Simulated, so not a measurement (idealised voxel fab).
process module | voxel ribs on slabs
cross-section cut | 255 nm wide | cells 5 nm
A cross-section is a grid of square cells, given in bands from the top down. A band is one or more rows of cells.
Each band's line starts with the height of the band's top and of its bottom, in nm. Then come its materials from left to right, each with its width in nm. One material with "throughout" fills the band from edge to edge. "air" is empty space.
Height 0 is the level under which the wafer as received is all one material. The lowest band goes on downwards, as in "0 down".
A width such as "30 to 40" changes by the same amount from each row of cells to the next, from the band's top row to its bottom row.
"no change" after a step means that no cell of the cross-section changed.
closed voids: empty space of 8 cells or more with no open way to the top, each as width x height at its distance from the left edge, in nm
after a step's settings: what the simulator itself notes on the step
overlay nm, on a step with a mask: how far to the right of its planned place the mask lay; to the left if negative
plan
1 op RECEIVE | material Si
2 op DIRECTIONAL_DEP | material SiO2 | thk nm 20
3 op DIRECTIONAL_DEP | material SiN | thk nm 20
4 op DIRECTIONAL_DEP | material aC | thk nm 10
5 op PATTERN | tone cover | mask id RIB | material resist | width nm 15 | thk nm 25 | overlay nm 0
6 op DIRECTIONAL_ETCH | etch materials aC | depth nm 10
7 op STRIP | etch materials resist
8 op DIRECTIONAL_ETCH | etch materials SiN | depth nm 10
9 op STRIP | etch materials aC
10 op PATTERN | tone cover | mask id SLAB | material resist | width nm 75 | thk nm 20 | overlay nm 0
11 op DIRECTIONAL_ETCH | etch materials SiN | depth nm 10
12 op STRIP | etch materials resist
13 op FILL_DEP | material SiO2 | thk nm 20
14 op CMP | height nm 50
15 op DIRECTIONAL_DEP | material W | thk nm 10
16 op MASKED_ETCH | tone cover | mask id HEATER | width nm 25 | etch materials W | depth nm 10 | overlay nm 0
17 op CONFORMAL_DEP | material SiO2 | thk nm 5
as received, after step 1
  0 down: Si throughout
  closed voids: none
first wafer at the end, as planned
  65 to 60: air 110 | SiO2 35 | air 110
  60 to 55: air 110 | SiO2 5 | W 25 | SiO2 5 | air 110
  55 to 50: SiO2 115 | W 25 | SiO2 115
  50 to 40: SiO2 throughout
  40 to 30: SiO2 120 | SiN 15 | SiO2 120
  30 to 20: SiO2 90 | SiN 75 | SiO2 90
  20 to 0: SiO2 throughout
  0 down: Si throughout
  closed voids: none
second wafer at the end: like start, like plan, one mistake
  65 to 60: air 110 | SiO2 40 | air 105
  60 to 55: air 110 | SiO2 5 | W 30 | SiO2 5 | air 105
  55 to 50: SiO2 115 | W 30 | SiO2 110
  50 to 40: SiO2 throughout
  40 to 30: SiO2 120 | SiN 15 | SiO2 120
  30 to 20: SiO2 90 | SiN 75 | SiO2 90
  20 to 0: SiO2 throughout
  0 down: Si throughout
  closed voids: none
what went wrong: step 16 ran as: op MASKED_ETCH | tone cover | mask id HEATER | width nm 30 | etch materials W | depth nm 10 | overlay nm 0
at the end the second wafer has, in cells: 2 more of W
